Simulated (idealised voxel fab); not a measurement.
A process module follows: voxel self aligned contacts.
FYI the section here is cut, 260 nm wide, cells are 5 nm squares.
If you're reading a cross-section in this doc, picture square cells in a grid; it comes to you as bands, top ones listed first down to the bottom, and a band can be one or more rows of cells.
Look at the band entry: it leads with the top's height and the bottom's height in nm. Then it lists the materials left to right, with a width in nm for each. The word "all across" on a single material says that material fills the band edge to edge. The word "blank" is empty space.
Counting heights begins at 0, where everything beneath is, in the wafer as received, one material. The lowest band has no bottom; it goes on downwards, as "0 and below" shows.
So if you see something like "30..40" for the width, read it as the top row of the band sitting at the first number and the bottom row at the second, with every row in between moving by the same amount as the last.
"nothing got changed" -> step changed no cross-section cell.
Sealed voids: empty space of 8 cells or more with no open way to the top, each as width x height at its distance from the left edge, in nm
Formally, on a step line, whatever follows the settings is a remark that the simulator itself makes on the step.
overlay nm: how far to the right of its planned place the mask lay on this masked step (negative: to the left).

## Listed below are the process steps as planned
1) RECEIVE, material Si
2) OXIDIZE, depth nm 5
3) DIRECTIONAL_DEP, material polySi, thk nm 30
4) DIRECTIONAL_DEP, material SiN, thk nm 25
5) PATTERN, tone cover, mask id GATE, material resist, width nm 25, pitch nm 70, thk nm 15, overlay nm -15
6) DIRECTIONAL_ETCH, etch materials SiN, depth nm 25
7) DIRECTIONAL_ETCH, etch materials polySi, depth nm 30
8) STRIP, etch materials resist
9) CONFORMAL_DEP, material SiN, thk nm 10
10) DIRECTIONAL_ETCH, etch materials SiN, depth nm 10
11) FILL_DEP, material SiO2, thk nm 15
12) CMP, height nm 65
13) MASKED_ETCH, tone open, mask id CONTACT, width nm 55, pitch nm 70, etch materials SiO2, depth nm 70, overlay nm 0
14) CONFORMAL_DEP, material TiN, thk nm 5
15) FILL_DEP, material W, thk nm 10
16) CMP, height nm 65
17) CONFORMAL_DEP, material SiN, thk nm 5
Variable across wafers: step 5 overlay nm (plan value is that of the first wafer; starting state common to all).

## Received condition of the first of several wafers, sectioned: post-step 1
0 and below  Si all across
Sealed voids: none

## The first of several wafers, seen in cross-section after the module's last step, step 17
70 down to 65  SiN all across
65 down to 55  SiO2 65, TiN 5, W 45..15, TiN 5..35, SiO2 15, TiN 5, W 45..15, TiN 5..35, SiO2 70
55 down to 30  SiO2 20, SiN 45, TiN 5, W 15, TiN 5, SiN 45, TiN 5, W 15, TiN 5, SiN 45, SiO2 55
30 down to 0  SiO2 20, SiN 10, polySi 25, SiN 10, TiN 5, W 15, TiN 5, SiN 10, polySi 25, SiN 10, TiN 5, W 15, TiN 5, SiN 10, polySi 25, SiN 10, SiO2 55
0 down to -5  SiO2 65, TiN 25, SiO2 45, TiN 25, SiO2 100
-5 and below  Si all across
Sealed voids: none

## Cross-section, last wafer, module completion
70 down to 65  SiN all across
65 down to 55  SiO2 65, TiN 5..35, W 45..15, TiN 5, SiO2 15, TiN 5..35, W 45..15, TiN 5, SiO2 70
55 down to 30  SiO2 50, SiN 45, TiN 5, W 15, TiN 5, SiN 45, TiN 5, W 15, TiN 5, SiN 45, SiO2 25
30 down to 0  SiO2 50, SiN 10, polySi 25, SiN 10, TiN 5, W 15, TiN 5, SiN 10, polySi 25, SiN 10, TiN 5, W 15, TiN 5, SiN 10, polySi 25, SiN 10, SiO2 25
0 down to -5  SiO2 95, TiN 25, SiO2 45, TiN 25, SiO2 70
-5 and below  Si all across
Sealed voids: none

## Per wafer (row), end of module: delta in cells per material since receipt, (+) for gained, (-) for lost; closed voids after that
overlay nm -15 | -52 Si | +259 SiN | +267 SiO2 | +74 TiN | +90 W | +90 polySi | Sealed voids: none
overlay nm -10 | -52 Si | +259 SiN | +267 SiO2 | +74 TiN | +90 W | +90 polySi | Sealed voids: none
overlay nm -5 | -52 Si | +259 SiN | +267 SiO2 | +74 TiN | +90 W | +90 polySi | Sealed voids: none
overlay nm 0 | -52 Si | +259 SiN | +267 SiO2 | +74 TiN | +90 W | +90 polySi | Sealed voids: none
overlay nm 5 | -52 Si | +259 SiN | +267 SiO2 | +74 TiN | +90 W | +90 polySi | Sealed voids: none
overlay nm 10 | -52 Si | +259 SiN | +267 SiO2 | +74 TiN | +90 W | +90 polySi | Sealed voids: none
overlay nm 15 | -52 Si | +259 SiN | +267 SiO2 | +74 TiN | +90 W | +90 polySi | Sealed voids: none
